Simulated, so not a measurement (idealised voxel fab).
This section sets out a process module, namely voxel released beams.
It is cross-section cut that appears here, measuring 205 nm in width, its square cells being 5 nm in size.
A cross-section is written here as square cells arranged in a grid, and it is given in bands from the top down, each band taking up one or more rows of cells.
A band entry consists of two parts. The first gives the height of the band's top and the height of its bottom, in nm. The rest lists the band's materials from left to right, each with its width in nm. A single material labelled with the word "all across" fills the band from edge to edge, and the word "empty" marks empty space.
Heights from 0 (as-received wafer is one material below). Bottom band endless downward, as "0 -> down".
The expression "30->40" gives the width at the extremes of the band, the first number at its top row of cells and the second at its bottom row, with the width changing by equal amounts from each row to the next in between.
Basically "stayed the same" means that step didn't change any cell in the cross-section.
Each empty space that has no open way to the top and spans at least 8 cells appears under "Enclosed void inventory" as width x height at distance, the distance counted from the left edge, all in nm.
Formally, on a step line, whatever follows the settings is a remark that the simulator itself makes on the step.
overlay nm: step with mask; distance mask lay right of planned place; negative value = left of planned place.
**Below is the list of planned process steps**
| 1 | RECEIVE: material Si |
| 2 | CONFORMAL_DEP: material SiN, thk nm 10 |
| 3 | DIRECTIONAL_DEP: material SiO2, thk nm 15 |
| 4 | DIRECTIONAL_DEP: material aC, thk nm 10 |
| 5 | PATTERN: tone open, mask id ANCHOR, material resist, width nm 25, thk nm 30, overlay nm 0 |
| 6 | DIRECTIONAL_ETCH: etch materials aC, depth nm 10 |
| 7 | STRIP: etch materials resist |
| 8 | DIRECTIONAL_ETCH: etch materials SiO2, depth nm 15 |
| 9 | STRIP: etch materials aC |
| 10 | CONFORMAL_DEP: material W, thk nm 10 |
| 11 | DIRECTIONAL_DEP: material aC, thk nm 15 |
| 12 | PATTERN: tone cover, mask id BEAM, material resist, width nm 90, thk nm 35, overlay nm 0 |
| 13 | DIRECTIONAL_ETCH: etch materials aC, depth nm 15 |
| 14 | STRIP: etch materials resist |
| 15 | DIRECTIONAL_ETCH: etch materials W, depth nm 10 |
| 16 | STRIP: etch materials aC |
| 17 | STRIP: etch materials SiO2 |
**Incoming wafer, cross-sectional view, post step 1**
0 -> down: Si all across
Enclosed void inventory: none
**Sectioned view, first of two wafers, at the close of the module, processed as intended in the plan**
35 -> 25: 55 of empty  15 of W  5 of empty  70 of W  60 of empty
25 -> 20: 60 of empty  10 of W  5 of empty  10 of W  120 of empty
20 -> 10: 60 of empty  25 of W  120 of empty
10 -> 0: SiN all across
0 -> down: Si all across
Enclosed void inventory: none
**This is the second of the two wafers, cross-sectioned at the end of the module; it started exactly like the first and was given the same plan, but it was run with one mistake**
35 -> 25: 55 of empty  40 of W  110 of empty
25 -> 20: 50 of empty  10 of W  25 of SiO2  10 of W  110 of empty
20 -> 10: 50 of empty  10 of W  25 of SiO2  60 of W  60 of empty
10 -> 0: SiN all across
0 -> down: Si all across
Enclosed void inventory: none
The mistake made against the process plan was this: planned and actual differ for step 5; actual: PATTERN: tone cover, mask id ANCHOR, material resist, width nm 25, thk nm 30, overlay nm 0
End of process, cell counts, second wafer against first, materials with more or fewer: 15 more of SiO2
